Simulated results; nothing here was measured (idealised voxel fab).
Documented hereafter: the process module known as voxel plated lines.
For reference, the cross-section in this document is cut, with width 300 nm and square cells of 5 nm.
A cross-section is a grid of square cells, given in bands from the top down. A band is one or more rows of cells.
Basically the band line says how high the top is and how high the bottom is, in nm, and then what's in it from left to right, every material with its width in nm. Empty space shows up as "empty", and if a single material carries "edge to edge" it runs the full band edge to edge.
Measure heights from 0. That's the level where, below it, the as-received wafer is all one material. The lowest band is bottomless and extends downward; write it as in "0 down".
You'd read "30..40" like this: the band's top row of cells is as wide as the first number, its bottom row is as wide as the second, and going down, every row changes width by the same amount as the row before did.
A step reported as "no modifications" is a step in which no cell of the cross-section changed.
You'll see "Cavities, sealed" listing empty spaces that have no way open to the top, as long as they're 8 cells or more; the notation is width x height at distance, where the distance is from the left edge, and all of it is in nm.
Text after the settings on a step's line: the simulator's own remark on that step.
The setting "overlay nm" may be written on the line of a step. When the step uses a mask, the value reports how far to the right of the planned place the mask lay, and a negative value reports that it lay to the left.

## Steps in the process plan
- 1: RECEIVE: material Si
- 2: CONFORMAL_DEP: material Al2O3, thk nm 15
- 3: DIRECTIONAL_DEP: material TiN, thk nm 5
- 4: PATTERN: tone open, mask id LINES, material resist, width nm 25, pitch nm 55, thk nm 35, overlay nm 0
- 5: EPI: material Ru, thk nm 5
- 6: EPI: material Ru, thk nm 5
- 7: EPI: material Ru, thk nm 5
- 8: STRIP: etch materials resist
- 9: DIRECTIONAL_ETCH: etch materials TiN, depth nm 5
- 10: CONFORMAL_DEP: material SiN, thk nm 10

## So this is the incoming wafer in cross-section - it's already been through step 1
* 0 down: Si edge to edge
* Cavities, sealed: none

## Cross-sectional image of the first of two wafers at the end of the module, the run having proceeded as planned
* 45 to 35: empty: 100  SiN: 45  empty: 10  SiN: 45  empty: 100
* 35 to 25: empty: 100  SiN: 10  Ru: 25  SiN: 10  empty: 10  SiN: 10  Ru: 25  SiN: 10  empty: 100
* 25 to 20: SiN: 110  Ru: 25  SiN: 30  Ru: 25  SiN: 110
* 20 to 15: SiN: 110  TiN: 25  SiN: 30  TiN: 25  SiN: 110
* 15 to 0: Al2O3 edge to edge
* 0 down: Si edge to edge
* Cavities, sealed: none

## End-of-module cross-section of the second wafer: identical starting point and process plan to the first, with one processing mistake
* 45 to 35: empty: 95  SiN: 45  empty: 10  SiN: 45  empty: 105
* 35 to 25: empty: 95  SiN: 10  Ru: 25  SiN: 10  empty: 10  SiN: 10  Ru: 25  SiN: 10  empty: 105
* 25 to 20: SiN: 105  Ru: 25  SiN: 30  Ru: 25  SiN: 115
* 20 to 15: SiN: 105  TiN: 25  SiN: 30  TiN: 25  SiN: 115
* 15 to 0: Al2O3 edge to edge
* 0 down: Si edge to edge
* Cavities, sealed: none
Against the plan, the run slipped here: step 4, actual vs plan mismatch, actual run PATTERN: tone open, mask id LINES, material resist, width nm 25, pitch nm 55, thk nm 35, overlay nm -5
If you tally the cells, the second wafer ends up with the same amount of every material as the first; it's all just sitting in different places.
